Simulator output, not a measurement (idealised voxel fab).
The process module presented herein is designated voxel transistor to metal.
Cross-section cut spans 165 nm and uses square cells 5 nm in size.
For the purposes of this document, a cross-section shall be understood as a grid of square cells, specified as bands listed in top-to-bottom order, each band consisting of one or more rows of cells. The band entry comprises the height of the band's top followed by the height of its bottom, expressed in nm, and subsequently the band's materials from left to right, each stated together with its width in nm. Where a single material is marked with the word "everywhere", that material fills the band from edge to edge. The word "air" represents empty space. The reference from which all heights are counted is 0, the level beneath which the as-received wafer is entirely one material; the lowest band, having no lower bound, proceeds downward and is written after the example "0..down". A width given as "30->40" starts at the first number in the band's top row and ends at the second number in its bottom row, shifting by an equal amount at every step from row to row. "no change", as given for a step, is the statement that not any cell of the cross-section underwent a change during that step. Basically, "Non-vented voids" tells you about the enclosed voids: empty spaces with no open way to the top, 8 cells or bigger, each written width x height at distance, where distance is from the left edge, all in nm. Anything after a step's settings on that line? It's the simulator's own note about the step. "overlay nm" denotes, for a step that has a mask, the displacement of the mask to the right of its planned place, with negative values corresponding to the left. Pairs follow: section before one process step, section after it down to the lowest changed band, step with settings underneath. Pairs may come from different runs of this module on the same starting wafer; continuity with the pair above only as stated in the "Pre-step view" entry.

### Pre-step view
	105..100  Ru everywhere
	100..95  TiN: 40, Ru: 5, TiN: 75, Ru: 5, TiN: 40
	95..70  lowk: 35, TiN: 5, Ru: 5, TiN: 5, lowk: 65, TiN: 5, Ru: 5, TiN: 5, lowk: 35
	70..65  SiCN: 35, TiN: 15, SiCN: 65, TiN: 15, SiCN: 35
	65..55  Cu everywhere
	55..50  TiN: 40, Cu: 5, TiN: 75, Cu: 5, TiN: 40
	50..30  SiO2: 35, TiN: 5, Cu: 5, TiN: 5, SiO2: 65, TiN: 5, Cu: 5, TiN: 5, SiO2: 35
	30..25  SiCN: 35, TiN: 15, SiCN: 65, TiN: 15, SiCN: 35
	25..15  SiO2: 35, TiN: 5, W: 5, TiN: 5, SiO2: 65, TiN: 5, W: 5, TiN: 5, SiO2: 35
	15..10  SiO2: 35, TiN: 5, W: 5, TiN: 5, SiN: 10, HfO2: 5, TiN: 5, W: 25, TiN: 5, HfO2: 5, SiN: 10, TiN: 5, W: 5, TiN: 5, SiO2: 35
	10..5  SiO2: 35, TiN: 15, SiN: 10, HfO2: 5, TiN: 5, W: 25, TiN: 5, HfO2: 5, SiN: 10, TiN: 15, SiO2: 35
	5..0  SiO2: 30, SiN: 10, nSi: 10, SiN: 10, HfO2: 5, TiN: 35, HfO2: 5, SiN: 10, nSi: 10, SiN: 10, SiO2: 30
	0..-5  SiO2: 40, nSi: 10, SiO2: 10, HfO2: 45, SiO2: 10, nSi: 10, SiO2: 40
	-5..-10  SiO2: 30, Si: 10, nSi: 10, Si: 65, nSi: 10, Si: 10, SiO2: 30
	-10..-25  SiO2: 30, Si: 105, SiO2: 30
	-25..down  Si everywhere
	Non-vented voids: none

### Resulting Structure
	80..70  lowk: 35, TiN: 5, Ru: 5, TiN: 5, lowk: 65, TiN: 5, Ru: 5, TiN: 5, lowk: 35
	Whatever lies below 70 is exactly as it was before.
	Non-vented voids: none
Which step turns the before cross-section above into the after cross-section? CMP: height nm 80

Pre-step view: the cross-section after the pair above

### Resulting Structure
	85..80  SiCN everywhere
	Whatever lies below 80 is exactly as it was before.
	Non-vented voids: none
Which step turns the before cross-section above into the after cross-section? CONFORMAL_DEP: material SiCN, thk nm 5

### Pre-step view
	80..55  lowk everywhere
	55..50  SiCN everywhere
	50..30  SiO2: 35, TiN: 5, Cu: 5, TiN: 5, SiO2: 65, TiN: 5, Cu: 5, TiN: 5, SiO2: 35
	30..25  SiCN: 35, TiN: 15, SiCN: 65, TiN: 15, SiCN: 35
	25..15  SiO2: 35, TiN: 5, W: 5, TiN: 5, SiO2: 65, TiN: 5, W: 5, TiN: 5, SiO2: 35
	15..10  SiO2: 35, TiN: 5, W: 5, TiN: 5, SiN: 10, HfO2: 5, TiN: 5, W: 25, TiN: 5, HfO2: 5, SiN: 10, TiN: 5, W: 5, TiN: 5, SiO2: 35
	10..5  SiO2: 35, TiN: 15, SiN: 10, HfO2: 5, TiN: 5, W: 25, TiN: 5, HfO2: 5, SiN: 10, TiN: 15, SiO2: 35
	5..0  SiO2: 30, SiN: 10, nSi: 10, SiN: 10, HfO2: 5, TiN: 35, HfO2: 5, SiN: 10, nSi: 10, SiN: 10, SiO2: 30
	0..-5  SiO2: 40, nSi: 10, SiO2: 10, HfO2: 45, SiO2: 10, nSi: 10, SiO2: 40
	-5..-10  SiO2: 30, Si: 10, nSi: 10, Si: 65, nSi: 10, Si: 10, SiO2: 30
	-10..-25  SiO2: 30, Si: 105, SiO2: 30
	-25..down  Si everywhere
	Non-vented voids: none

### Resulting Structure
	105..55  lowk everywhere
	Whatever lies below 55 is exactly as it was before.
	Non-vented voids: none
Which step turns the before cross-section above into the after cross-section? DIRECTIONAL_DEP: material lowk, thk nm 25

Pre-step view: the cross-section after the pair above

### Resulting Structure
	105..90  lowk: 35, air: 15, lowk: 65, air: 15, lowk: 35
	Whatever lies below 90 is exactly as it was before.
	Non-vented voids: none
Which step turns the before cross-section above into the after cross-section? MASKED_ETCH: tone open, mask id METAL_2, width nm 15, pitch nm 80, etch materials lowk, depth nm 15, overlay nm 0

Pre-step view: the cross-section after the pair above

### Resulting Structure
	105..80  lowk: 35, air: 15, lowk: 65, air: 15, lowk: 35
	Whatever lies below 80 is exactly as it was before.
	Non-vented voids: none
Which step turns the before cross-section above into the after cross-section? MASKED_ETCH: tone open, mask id METAL_2_HOLES, width nm 15, pitch nm 80, etch materials lowk, depth nm 10, overlay nm 0

Pre-step view: the cross-section after the pair above

### Resulting Structure
	110..105  TiN: 40, air: 5, TiN: 75, air: 5, TiN: 40
	105..85  lowk: 35, TiN: 5, air: 5, TiN: 5, lowk: 65, TiN: 5, air: 5, TiN: 5, lowk: 35
	85..80  lowk: 35, TiN: 15, lowk: 65, TiN: 15, lowk: 35
	Whatever lies below 80 is exactly as it was before.
	Non-vented voids: none
Which step turns the before cross-section above into the after cross-section? CONFORMAL_DEP: material TiN, thk nm 5

Pre-step view: the cross-section after the pair above

### Resulting Structure
	115..110  Ru everywhere
	110..105  TiN: 40, Ru: 5, TiN: 75, Ru: 5, TiN: 40
	105..85  lowk: 35, TiN: 5, Ru: 5, TiN: 5, lowk: 65, TiN: 5, Ru: 5, TiN: 5, lowk: 35
	Whatever lies below 85 is exactly as it was before.
	Non-vented voids: none
Which step turns the before cross-section above into the after cross-section? FILL_DEP: material Ru, thk nm 5

Pre-step view: the cross-section after the pair above

### Resulting Structure
	80..55  lowk everywhere
	Whatever lies below 55 is exactly as it was before.
	Non-vented voids: none
Which step turns the before cross-section above into the after cross-section? CMP: height nm 80

Pre-step view: the cross-section after the pair above

### Resulting Structure
	85..80  SiCN everywhere
	Whatever lies below 80 is exactly as it was before.
	Non-vented voids: none
Which step turns the before cross-section above into the after cross-section? CONFORMAL_DEP: material SiCN, thk nm 5

### Pre-step view
	20..15  air: 50, SiN: 10, air: 45, SiN: 10, air: 50
	15..5  SiO2: 50, SiN: 10, air: 45, SiN: 10, SiO2: 50
	5..0  SiO2: 30, SiN: 10, nSi: 10, SiN: 10, air: 45, SiN: 10, nSi: 10, SiN: 10, SiO2: 30
	0..-5  SiO2: 40, nSi: 10, SiO2: 10, air: 45, SiO2: 10, nSi: 10, SiO2: 40
	-5..-10  SiO2: 30, Si: 10, nSi: 10, Si: 65, nSi: 10, Si: 10, SiO2: 30
	-10..-25  SiO2: 30, Si: 105, SiO2: 30
	-25..down  Si everywhere
	Non-vented voids: none

### Resulting Structure
	25..20  air: 45, TiN: 20, air: 35, TiN: 20, air: 45
	20..15  TiN: 50, SiN: 10, TiN: 5, air: 35, TiN: 5, SiN: 10, TiN: 50
	15..5  SiO2: 50, SiN: 10, TiN: 5, air: 35, TiN: 5, SiN: 10, SiO2: 50
	5..0  SiO2: 30, SiN: 10, nSi: 10, SiN: 10, TiN: 5, air: 35, TiN: 5, SiN: 10, nSi: 10, SiN: 10, SiO2: 30
	0..-5  SiO2: 40, nSi: 10, SiO2: 10, TiN: 45, SiO2: 10, nSi: 10, SiO2: 40
	Whatever lies below -5 is exactly as it was before.
	Non-vented voids: none
Which step turns the before cross-section above into the after cross-section? CONFORMAL_DEP: material TiN, thk nm 5

Pre-step view: the cross-section after the pair above

### Resulting Structure
	30..25  air: 40, HfO2: 30, air: 25, HfO2: 30, air: 40
	25..20  HfO2: 45, TiN: 20, HfO2: 5, air: 25, HfO2: 5, TiN: 20, HfO2: 45
	20..15  TiN: 50, SiN: 10, TiN: 5, HfO2: 5, air: 25, HfO2: 5, TiN: 5, SiN: 10, TiN: 50
	15..5  SiO2: 50, SiN: 10, TiN: 5, HfO2: 5, air: 25, HfO2: 5, TiN: 5, SiN: 10, SiO2: 50
	5..0  SiO2: 30, SiN: 10, nSi: 10, SiN: 10, TiN: 5, HfO2: 35, TiN: 5, SiN: 10, nSi: 10, SiN: 10, SiO2: 30
	Whatever lies below 0 is exactly as it was before.
	Non-vented voids: none
Which step turns the before cross-section above into the after cross-section? CONFORMAL_DEP: material HfO2, thk nm 5

Pre-step view: the cross-section after the pair above

### Resulting Structure
	40..30  W everywhere
	30..25  W: 40, HfO2: 30, W: 25, HfO2: 30, W: 40
	25..20  HfO2: 45, TiN: 20, HfO2: 5, W: 25, HfO2: 5, TiN: 20, HfO2: 45
	20..15  TiN: 50, SiN: 10, TiN: 5, HfO2: 5, W: 25, HfO2: 5, TiN: 5, SiN: 10, TiN: 50
	15..5  SiO2: 50, SiN: 10, TiN: 5, HfO2: 5, W: 25, HfO2: 5, TiN: 5, SiN: 10, SiO2: 50
	Whatever lies below 5 is exactly as it was before.
	Non-vented voids: none
Which step turns the before cross-section above into the after cross-section? FILL_DEP: material W, thk nm 10

Pre-step view: the cross-section after the pair above

### Resulting Structure
	15..5  SiO2: 50, SiN: 10, TiN: 5, HfO2: 5, W: 25, HfO2: 5, TiN: 5, SiN: 10, SiO2: 50
	Whatever lies below 5 is exactly as it was before.
	Non-vented voids: none
Which step turns the before cross-section above into the after cross-section? CMP: height nm 15

Pre-step view: the cross-section after the pair above

### Resulting Structure
	25..15  SiO2 everywhere
	Whatever lies below 15 is exactly as it was before.
	Non-vented voids: none
Which step turns the before cross-section above into the after cross-section? DIRECTIONAL_DEP: material SiO2, thk nm 10

Pre-step view: the cross-section after the pair above

### Resulting Structure
	25..15  SiO2: 35, air: 15, SiO2: 65, air: 15, SiO2: 35
	15..5  SiO2: 35, air: 15, SiN: 10, TiN: 5, HfO2: 5, W: 25, HfO2: 5, TiN: 5, SiN: 10, air: 15, SiO2: 35
	Whatever lies below 5 is exactly as it was before.
	Non-vented voids: none
Which step turns the before cross-section above into the after cross-section? MASKED_ETCH: tone open, mask id CONTACT, width nm 15, pitch nm 80, etch materials SiO2, depth nm 20, overlay nm 0

Pre-step view: the cross-section after the pair above

### Resulting Structure
	30..25  TiN: 40, air: 5, TiN: 75, air: 5, TiN: 40
	25..15  SiO2: 35, TiN: 5, air: 5, TiN: 5, SiO2: 65, TiN: 5, air: 5, TiN: 5, SiO2: 35
	15..10  SiO2: 35, TiN: 5, air: 5, TiN: 5, SiN: 10, TiN: 5, HfO2: 5, W: 25, HfO2: 5, TiN: 5, SiN: 10, TiN: 5, air: 5, TiN: 5, SiO2: 35
	10..5  SiO2: 35, TiN: 15, SiN: 10, TiN: 5, HfO2: 5, W: 25, HfO2: 5, TiN: 5, SiN: 10, TiN: 15, SiO2: 35
	Whatever lies below 5 is exactly as it was before.
	Non-vented voids: none
Which step turns the before cross-section above into the after cross-section? CONFORMAL_DEP: material TiN, thk nm 5

Pre-step view: the cross-section after the pair above

### Resulting Structure
	35..30  W everywhere
	30..25  TiN: 40, W: 5, TiN: 75, W: 5, TiN: 40
	25..15  SiO2: 35, TiN: 5, W: 5, TiN: 5, SiO2: 65, TiN: 5, W: 5, TiN: 5, SiO2: 35
	15..10  SiO2: 35, TiN: 5, W: 5, TiN: 5, SiN: 10, TiN: 5, HfO2: 5, W: 25, HfO2: 5, TiN: 5, SiN: 10, TiN: 5, W: 5, TiN: 5, SiO2: 35
	Whatever lies below 10 is exactly as it was before.
	Non-vented voids: none
Which step turns the before cross-section above into the after cross-section? FILL_DEP: material W, thk nm 5

Pre-step view: the cross-section after the pair above

### Resulting Structure
	25..15  SiO2: 35, TiN: 5, W: 5, TiN: 5, SiO2: 65, TiN: 5, W: 5, TiN: 5, SiO2: 35
	Whatever lies below 15 is exactly as it was before.
	Non-vented voids: none
Which step turns the before cross-section above into the after cross-section? CMP: height nm 25

Pre-step view: the cross-section after the pair above

### Resulting Structure
	30..25  SiCN everywhere
	Whatever lies below 25 is exactly as it was before.
	Non-vented voids: none
Which step turns the before cross-section above into the after cross-section? CONFORMAL_DEP: material SiCN, thk nm 5

Pre-step view: the cross-section after the pair above

### Resulting Structure
	50..30  SiO2 everywhere
	Whatever lies below 30 is exactly as it was before.
	Non-vented voids: none
Which step turns the before cross-section above into the after cross-section? DIRECTIONAL_DEP: material SiO2, thk nm 20

Pre-step view: the cross-section after the pair above

### Resulting Structure
	60..50  aC everywhere
	Whatever lies below 50 is exactly as it was before.
	Non-vented voids: none
Which step turns the before cross-section above into the after cross-section? DIRECTIONAL_DEP: material aC, thk nm 10

Pre-step view: the cross-section after the pair above

### Resulting Structure
	85..60  resist: 35, air: 15, resist: 65, air: 15, resist: 35
	Whatever lies below 60 is exactly as it was before.
	Non-vented voids: none
Which step turns the before cross-section above into the after cross-section? PATTERN: tone open, mask id METAL_1, material resist, width nm 15, pitch nm 80, thk nm 25, overlay nm 0

Pre-step view: the cross-section after the pair above

### Resulting Structure
	75..60  resist: 35, air: 15, resist: 65, air: 15, resist: 35
	60..50  aC: 35, air: 15, aC: 65, air: 15, aC: 35
	Whatever lies below 50 is exactly as it was before.
	Non-vented voids: none
Which step turns the before cross-section above into the after cross-section? DIRECTIONAL_ETCH: etch materials aC, depth nm 10

Pre-step view: the cross-section after the pair above

### Resulting Structure
	60..50  aC: 35, air: 15, aC: 65, air: 15, aC: 35
	Whatever lies below 50 is exactly as it was before.
	Non-vented voids: none
Which step turns the before cross-section above into the after cross-section? STRIP: etch materials resist

Pre-step view: the cross-section after the pair above

### Resulting Structure
	60..50  aC: 35, air: 15, aC: 65, air: 15, aC: 35
	50..30  SiO2: 35, air: 15, SiO2: 65, air: 15, SiO2: 35
	Whatever lies below 30 is exactly as it was before.
	Non-vented voids: none
Which step turns the before cross-section above into the after cross-section? DIRECTIONAL_ETCH: etch materials SiO2, depth nm 20

Pre-step view: the cross-section after the pair above

### Resulting Structure
	60..50  aC: 35, air: 15, aC: 65, air: 15, aC: 35
	50..30  SiO2: 35, air: 15, SiO2: 65, air: 15, SiO2: 35
	30..25  SiCN: 35, air: 15, SiCN: 65, air: 15, SiCN: 35
	Whatever lies below 25 is exactly as it was before.
	Non-vented voids: none
Which step turns the before cross-section above into the after cross-section? DIRECTIONAL_ETCH: etch materials SiCN, depth nm 5

Pre-step view: the cross-section after the pair above

### Resulting Structure
	50..30  SiO2: 35, air: 15, SiO2: 65, air: 15, SiO2: 35
	Whatever lies below 30 is exactly as it was before.
	Non-vented voids: none
Which step turns the before cross-section above into the after cross-section? STRIP: etch materials aC

Pre-step view: the cross-section after the pair above

### Resulting Structure
	55..50  TiN: 40, air: 5, TiN: 75, air: 5, TiN: 40
	50..30  SiO2: 35, TiN: 5, air: 5, TiN: 5, SiO2: 65, TiN: 5, air: 5, TiN: 5, SiO2: 35
	30..25  SiCN: 35, TiN: 15, SiCN: 65, TiN: 15, SiCN: 35
	Whatever lies below 25 is exactly as it was before.
	Non-vented voids: none
Which step turns the before cross-section above into the after cross-section? CONFORMAL_DEP: material TiN, thk nm 5

Pre-step view: the cross-section after the pair above

### Resulting Structure
	65..55  Cu everywhere
	55..50  TiN: 40, Cu: 5, TiN: 75, Cu: 5, TiN: 40
	50..30  SiO2: 35, TiN: 5, Cu: 5, TiN: 5, SiO2: 65, TiN: 5, Cu: 5, TiN: 5, SiO2: 35
	Whatever lies below 30 is exactly as it was before.
	Non-vented voids: none
Which step turns the before cross-section above into the after cross-section? FILL_DEP: material Cu, thk nm 10

Pre-step view: the cross-section after the pair above

### Resulting Structure
	50..30  SiO2: 35, TiN: 5, Cu: 5, TiN: 5, SiO2: 65, TiN: 5, Cu: 5, TiN: 5, SiO2: 35
	Whatever lies below 30 is exactly as it was before.
	Non-vented voids: none
Which step turns the before cross-section above into the after cross-section? CMP: height nm 50

Pre-step view: the cross-section after the pair above

### Resulting Structure
	55..50  SiCN everywhere
	Whatever lies below 50 is exactly as it was before.
	Non-vented voids: none
Which step turns the before cross-section above into the after cross-section? CONFORMAL_DEP: material SiCN, thk nm 5

Pre-step view: the cross-section after the pair above

### Resulting Structure
	80..55  lowk everywhere
	Whatever lies below 55 is exactly as it was before.
	Non-vented voids: none
Which step turns the before cross-section above into the after cross-section? DIRECTIONAL_DEP: material lowk, thk nm 25

Pre-step view: the cross-section after the pair above

### Resulting Structure
	80..65  lowk: 35, air: 15, lowk: 65, air: 15, lowk: 35
	Whatever lies below 65 is exactly as it was before.
	Non-vented voids: none
Which step turns the before cross-section above into the after cross-section? MASKED_ETCH: tone open, mask id METAL_2, width nm 15, pitch nm 80, etch materials lowk, depth nm 15, overlay nm 0

Pre-step view: the cross-section after the pair above

### Resulting Structure
	80..55  lowk: 35, air: 15, lowk: 65, air: 15, lowk: 35
	Whatever lies below 55 is exactly as it was before.
	Non-vented voids: none
Which step turns the before cross-section above into the after cross-section? MASKED_ETCH: tone open, mask id METAL_2_HOLES, width nm 15, pitch nm 80, etch materials lowk, depth nm 10, overlay nm 0

Pre-step view: the cross-section after the pair above

### Resulting Structure
	80..55  lowk: 35, air: 15, lowk: 65, air: 15, lowk: 35
	55..50  SiCN: 35, air: 15, SiCN: 65, air: 15, SiCN: 35
	Whatever lies below 50 is exactly as it was before.
	Non-vented voids: none
Which step turns the before cross-section above into the after cross-section? MASKED_ETCH: tone open, mask id METAL_2_HOLES, width nm 15, pitch nm 80, etch materials SiCN, depth nm 5, overlay nm 0

Pre-step view: the cross-section after the pair above

### Resulting Structure
	85..80  TiN: 40, air: 5, TiN: 75, air: 5, TiN: 40
	80..55  lowk: 35, TiN: 5, air: 5, TiN: 5, lowk: 65, TiN: 5, air: 5, TiN: 5, lowk: 35
	55..50  SiCN: 35, TiN: 15, SiCN: 65, TiN: 15, SiCN: 35
	Whatever lies below 50 is exactly as it was before.
	Non-vented voids: none
Which step turns the before cross-section above into the after cross-section? CONFORMAL_DEP: material TiN, thk nm 5

Pre-step view: the cross-section after the pair above

### Resulting Structure
	90..85  Ru everywhere
	85..80  TiN: 40, Ru: 5, TiN: 75, Ru: 5, TiN: 40
	80..55  lowk: 35, TiN: 5, Ru: 5, TiN: 5, lowk: 65, TiN: 5, Ru: 5, TiN: 5, lowk: 35
	Whatever lies below 55 is exactly as it was before.
	Non-vented voids: none
Which step turns the before cross-section above into the after cross-section? FILL_DEP: material Ru, thk nm 5

Pre-step view: the cross-section after the pair above

### Resulting Structure
	80..55  lowk: 35, TiN: 5, Ru: 5, TiN: 5, lowk: 65, TiN: 5, Ru: 5, TiN: 5, lowk: 35
	Whatever lies below 55 is exactly as it was before.
	Non-vented voids: none
Which step turns the before cross-section above into the after cross-section? CMP: height nm 80

Pre-step view: the cross-section after the pair above

### Resulting Structure
	85..80  SiCN everywhere
	Whatever lies below 80 is exactly as it was before.
	Non-vented voids: none
Which step turns the before cross-section above into the after cross-section? CONFORMAL_DEP: material SiCN, thk nm 5

### Pre-step view
	20..5  air: 30, SiN: 105, air: 30
	5..0  air: 30, SiO2: 105, air: 30
	0..down  Si everywhere
	Non-vented voids: none

### Resulting Structure
	20..5  air: 30, SiN: 105, air: 30
	5..0  air: 30, SiO2: 105, air: 30
	0..-30  air: 30, Si: 105, air: 30
	Whatever lies below -30 is exactly as it was before.
	Non-vented voids: none
Which step turns the before cross-section above into the after cross-section? MASKED_ETCH: tone cover, mask id ACTIVE, width nm 105, etch materials Si, depth nm 30, overlay nm 0

Pre-step view: the cross-section after the pair above

### Resulting Structure
	35..20  SiO2 everywhere
	20..5  SiO2: 30, SiN: 105, SiO2: 30
	5..0  SiO2 everywhere
	0..-30  SiO2: 30, Si: 105, SiO2: 30
	Whatever lies below -30 is exactly as it was before.
	Non-vented voids: none
Which step turns the before cross-section above into the after cross-section? FILL_DEP: material SiO2, thk nm 15

Pre-step view: the cross-section after the pair above

### Resulting Structure
	20..5  SiO2: 30, SiN: 105, SiO2: 30
	Whatever lies below 5 is exactly as it was before.
	Non-vented voids: none
Which step turns the before cross-section above into the after cross-section? CMP: height nm 20

Pre-step view: the cross-section after the pair above

### Resulting Structure
	20..10  air: 30, SiN: 105, air: 30
	Whatever lies below 10 is exactly as it was before.
	Non-vented voids: none
Which step turns the before cross-section above into the after cross-section? SELECTIVE_ETCH: etch materials SiO2, depth nm 10

Pre-step view: the cross-section after the pair above

### Resulting Structure
	10..5  SiO2: 30, air: 105, SiO2: 30
	Whatever lies below 5 is exactly as it was before.
	Non-vented voids: none
Which step turns the before cross-section above into the after cross-section? STRIP: etch materials SiN

Pre-step view: the cross-section after the pair above

### Resulting Structure
	5..0  SiO2: 25, air: 115, SiO2: 25
	Whatever lies below 0 is exactly as it was before.
	Non-vented voids: none
Which step turns the before cross-section above into the after cross-section? SELECTIVE_ETCH: etch materials SiO2, depth nm 5

Pre-step view: the cross-section after the pair above

### Resulting Structure
	5..0  SiO2: 25, air: 115, SiO2: 25
	0..-5  SiO2 everywhere
	Whatever lies below -5 is exactly as it was before.
	Non-vented voids: none
Which step turns the before cross-section above into the after cross-section? OXIDIZE: depth nm 5

Pre-step view: the cross-section after the pair above

### Resulting Structure
	25..20  polySi: 25, air: 115, polySi: 25
	20..5  polySi everywhere
	5..0  SiO2: 25, polySi: 115, SiO2: 25
	Whatever lies below 0 is exactly as it was before.
	Non-vented voids: none
Which step turns the before cross-section above into the after cross-section? DIRECTIONAL_DEP: material polySi, thk nm 20

Pre-step view: the cross-section after the pair above

### Resulting Structure
	40..35  SiCN: 25, air: 115, SiCN: 25
	35..25  SiCN everywhere
	25..20  polySi: 25, SiCN: 115, polySi: 25
	Whatever lies below 20 is exactly as it was before.
	Non-vented voids: none
Which step turns the before cross-section above into the after cross-section? DIRECTIONAL_DEP: material SiCN, thk nm 15

Pre-step view: the cross-section after the pair above

### Resulting Structure
	50..45  aC: 25, air: 115, aC: 25
	45..40  aC everywhere
	40..35  SiCN: 25, aC: 115, SiCN: 25
	Whatever lies below 35 is exactly as it was before.
	Non-vented voids: none
Which step turns the before cross-section above into the after cross-section? DIRECTIONAL_DEP: material aC, thk nm 10

Pre-step view: the cross-section after the pair above

### Resulting Structure
	75..50  air: 65, resist: 35, air: 65
	50..45  aC: 25, air: 40, resist: 35, air: 40, aC: 25
	Whatever lies below 45 is exactly as it was before.
	Non-vented voids: none
Which step turns the before cross-section above into the after cross-section? PATTERN: tone cover, mask id GATE, material resist, width nm 35, thk nm 25, overlay nm 0

Pre-step view: the cross-section after the pair above

### Resulting Structure
	65..45  air: 65, resist: 35, air: 65
	45..40  air: 65, aC: 35, air: 65
	40..35  SiCN: 25, air: 40, aC: 35, air: 40, SiCN: 25
	Whatever lies below 35 is exactly as it was before.
	Non-vented voids: none
Which step turns the before cross-section above into the after cross-section? DIRECTIONAL_ETCH: etch materials aC, depth nm 10

Pre-step view: the cross-section after the pair above

### Resulting Structure
	45..40  air: 65, aC: 35, air: 65
	Whatever lies below 40 is exactly as it was before.
	Non-vented voids: none
Which step turns the before cross-section above into the after cross-section? STRIP: etch materials resist

Pre-step view: the cross-section after the pair above

### Resulting Structure
	45..35  air: 65, aC: 35, air: 65
	35..25  air: 65, SiCN: 35, air: 65
	25..20  polySi: 25, air: 40, SiCN: 35, air: 40, polySi: 25
	Whatever lies below 20 is exactly as it was before.
	Non-vented voids: none
Which step turns the before cross-section above into the after cross-section? DIRECTIONAL_ETCH: etch materials SiCN, depth nm 25

Pre-step view: the cross-section after the pair above

### Resulting Structure
	45..35  air: 65, aC: 35, air: 65
	35..20  air: 65, SiCN: 35, air: 65
	20..5  air: 65, polySi: 35, air: 65
	5..0  SiO2: 25, air: 40, polySi: 35, air: 40, SiO2: 25
	Whatever lies below 0 is exactly as it was before.
	Non-vented voids: none
Which step turns the before cross-section above into the after cross-section? DIRECTIONAL_ETCH: etch materials polySi, depth nm 30

Pre-step view: the cross-section after the pair above

### Resulting Structure
	35..20  air: 65, SiCN: 35, air: 65
	Whatever lies below 20 is exactly as it was before.
	Non-vented voids: none
Which step turns the before cross-section above into the after cross-section? STRIP: etch materials aC

Pre-step view: the cross-section after the pair above

### Resulting Structure
	40..35  air: 60, SiO2: 45, air: 60
	35..20  air: 60, SiO2: 5, SiCN: 35, SiO2: 5, air: 60
	20..10  air: 60, SiO2: 5, polySi: 35, SiO2: 5, air: 60
	10..5  SiO2: 30, air: 30, SiO2: 5, polySi: 35, SiO2: 5, air: 30, SiO2: 30
	5..0  SiO2: 65, polySi: 35, SiO2: 65
	Whatever lies below 0 is exactly as it was before.
	Non-vented voids: none
Which step turns the before cross-section above into the after cross-section? CONFORMAL_DEP: material SiO2, thk nm 5

Pre-step view: the cross-section after the pair above

### Resulting Structure
	35..20  air: 60, SiO2: 5, SiCN: 35, SiO2: 5, air: 60
	20..5  air: 60, SiO2: 5, polySi: 35, SiO2: 5, air: 60
	5..0  SiO2: 30, air: 30, SiO2: 5, polySi: 35, SiO2: 5, air: 30, SiO2: 30
	Whatever lies below 0 is exactly as it was before.
	Non-vented voids: none
Which step turns the before cross-section above into the after cross-section? DIRECTIONAL_ETCH: etch materials SiO2, depth nm 5

Pre-step view: the cross-section after the pair above

### Resulting Structure
	45..35  air: 50, SiN: 65, air: 50
	35..20  air: 50, SiN: 10, SiO2: 5, SiCN: 35, SiO2: 5, SiN: 10, air: 50
	20..15  air: 50, SiN: 10, SiO2: 5, polySi: 35, SiO2: 5, SiN: 10, air: 50
	15..10  SiN: 40, air: 10, SiN: 10, SiO2: 5, polySi: 35, SiO2: 5, SiN: 10, air: 10, SiN: 40
	10..5  SiN: 60, SiO2: 5, polySi: 35, SiO2: 5, SiN: 60
	5..0  SiO2: 30, SiN: 30, SiO2: 5, polySi: 35, SiO2: 5, SiN: 30, SiO2: 30
	Whatever lies below 0 is exactly as it was before.
	Non-vented voids: none
Which step turns the before cross-section above into the after cross-section? CONFORMAL_DEP: material SiN, thk nm 10

Pre-step view: the cross-section after the pair above

### Resulting Structure
	35..20  air: 50, SiN: 10, SiO2: 5, SiCN: 35, SiO2: 5, SiN: 10, air: 50
	20..5  air: 50, SiN: 10, SiO2: 5, polySi: 35, SiO2: 5, SiN: 10, air: 50
	5..0  SiO2: 30, SiN: 10, air: 10, SiN: 10, SiO2: 5, polySi: 35, SiO2: 5, SiN: 10, air: 10, SiN: 10, SiO2: 30
	Whatever lies below 0 is exactly as it was before.
	Non-vented voids: none
Which step turns the before cross-section above into the after cross-section? DIRECTIONAL_ETCH: etch materials SiN, depth nm 10

Pre-step view: the cross-section after the pair above

### Resulting Structure
	35..30  air: 50, SiN: 10, air: 5, SiCN: 35, air: 5, SiN: 10, air: 50
	30..20  air: 50, SiN: 10, SiO2: 5, SiCN: 35, SiO2: 5, SiN: 10, air: 50
	20..5  air: 50, SiN: 10, SiO2: 5, polySi: 35, SiO2: 5, SiN: 10, air: 50
	5..0  air: 30, SiN: 10, air: 10, SiN: 10, SiO2: 5, polySi: 35, SiO2: 5, SiN: 10, air: 10, SiN: 10, air: 30
	0..-5  SiO2: 40, air: 10, SiO2: 65, air: 10, SiO2: 40
	Whatever lies below -5 is exactly as it was before.
	Non-vented voids: none
Which step turns the before cross-section above into the after cross-section? DIRECTIONAL_ETCH: etch materials SiO2, depth nm 5

Pre-step view: the cross-section after the pair above

### Resulting Structure
	35..30  air: 50, SiN: 10, air: 5, SiCN: 35, air: 5, SiN: 10, air: 50
	30..20  air: 50, SiN: 10, SiO2: 5, SiCN: 35, SiO2: 5, SiN: 10, air: 50
	20..5  air: 50, SiN: 10, SiO2: 5, polySi: 35, SiO2: 5, SiN: 10, air: 50
	5..0  air: 30, SiN: 10, air: 10, SiN: 10, SiO2: 5, polySi: 35, SiO2: 5, SiN: 10, air: 10, SiN: 10, air: 30
	0..-5  SiO2: 40, air: 10, SiO2: 65, air: 10, SiO2: 40
	-5..-10  SiO2: 30, Si: 10, air: 10, Si: 65, air: 10, Si: 10, SiO2: 30
	Whatever lies below -10 is exactly as it was before.
	Non-vented voids: none
Which step turns the before cross-section above into the after cross-section? DIRECTIONAL_ETCH: etch materials Si, depth nm 5

Pre-step view: the cross-section after the pair above

### Resulting Structure
	35..30  air: 50, SiN: 10, air: 5, SiCN: 35, air: 5, SiN: 10, air: 50
	30..20  air: 50, SiN: 10, SiO2: 5, SiCN: 35, SiO2: 5, SiN: 10, air: 50
	20..5  air: 50, SiN: 10, SiO2: 5, polySi: 35, SiO2: 5, SiN: 10, air: 50
	5..0  air: 30, SiN: 10, nSi: 10, SiN: 10, SiO2: 5, polySi: 35, SiO2: 5, SiN: 10, nSi: 10, SiN: 10, air: 30
	0..-5  SiO2: 40, nSi: 10, SiO2: 65, nSi: 10, SiO2: 40
	-5..-10  SiO2: 30, Si: 10, nSi: 10, Si: 65, nSi: 10, Si: 10, SiO2: 30
	Whatever lies below -10 is exactly as it was before.
	Non-vented voids: none
Which step turns the before cross-section above into the after cross-section? EPI: material nSi, thk nm 10

Pre-step view: the cross-section after the pair above

### Resulting Structure
	45..35  SiO2 everywhere
	35..20  SiO2: 50, SiN: 10, SiO2: 5, SiCN: 35, SiO2: 5, SiN: 10, SiO2: 50
	20..5  SiO2: 50, SiN: 10, SiO2: 5, polySi: 35, SiO2: 5, SiN: 10, SiO2: 50
	5..0  SiO2: 30, SiN: 10, nSi: 10, SiN: 10, SiO2: 5, polySi: 35, SiO2: 5, SiN: 10, nSi: 10, SiN: 10, SiO2: 30
	Whatever lies below 0 is exactly as it was before.
	Non-vented voids: none
Which step turns the before cross-section above into the after cross-section? FILL_DEP: material SiO2, thk nm 10
